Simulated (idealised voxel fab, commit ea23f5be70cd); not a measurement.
This section sets out a process module, namely voxel tone inversion.
For reference, the cross-section in this document is cut, with width 245 nm and square cells of 5 nm.
Think of the cross-section as a grid of square cells. We describe it in bands, top to bottom, and each band covers one or more rows of those cells.
Top height, bottom height, nm. Materials left to right, width each, nm. Single material + "everywhere" = fills band edge to edge. "empty" = empty.
Below 0: as-received wafer, all one material; heights counted from there. Lowest band: no bottom, goes on down, written "top 0, no bottom".
Width "30->40": first value at the band's top row of cells, second value at its bottom row, equal change from row to row.
"nothing altered" after a step means that no cell of the cross-section changed.
Listed in "Voids, fully enclosed": every empty space of 8 or more cells without an open way to the top. Form: width x height at distance, the distance being from the left edge, all in nm.
Note: text after step settings on the step line = simulator remark on that step.
A step line may carry the setting "overlay nm", which, for steps involving a mask, states the distance by which the mask lay to the right of its intended position; negative values denote displacement to the left.

# Steps in the process plan
1,op RECEIVE | material Si
2,op CONFORMAL_DEP | material SiCN | thk nm 5
3,op DIRECTIONAL_DEP | material polySi | thk nm 15
4,op PATTERN | tone cover | mask id POSTS | material resist | width nm 20 | pitch nm 45 | thk nm 20 | overlay nm 0
5,op DIRECTIONAL_ETCH | etch materials polySi | depth nm 15
6,op STRIP | etch materials resist
7,op FILL_DEP | material lowk | thk nm 5
8,op CMP | height nm 20
9,op STRIP | etch materials polySi

# Received-state cross-section, reflecting completion of step 1
  top 0, no bottom | Si everywhere
  Voids, fully enclosed: none

# Cross-section taken at module completion on the first of two wafers; processed per the plan
  top 20, bottom 5 | 45 nm lowk; 20 nm empty; 25 nm lowk; 20 nm empty; 25 nm lowk; 20 nm empty; 25 nm lowk; 20 nm empty; 45 nm lowk
  top 5, bottom 0 | SiCN everywhere
  top 0, no bottom | Si everywhere
  Voids, fully enclosed: none

# Wafer two, end of module, cross-section. Same start, same plan as wafer one. One mistake in the run
  top 20, bottom 15 | 45 nm lowk; 20 nm empty; 25 nm lowk; 20 nm empty; 25 nm lowk; 20 nm empty; 25 nm lowk; 20 nm empty; 45 nm lowk
  top 15, bottom 0 | SiCN everywhere
  top 0, no bottom | Si everywhere
  Voids, fully enclosed: none
Misprocessing identified: planned and actual differ for step 2; actual: op CONFORMAL_DEP | material SiCN | thk nm 15
FYI, end of process, the second wafer has more or fewer cells of some materials than the first: +98 SiCN | -66 lowk
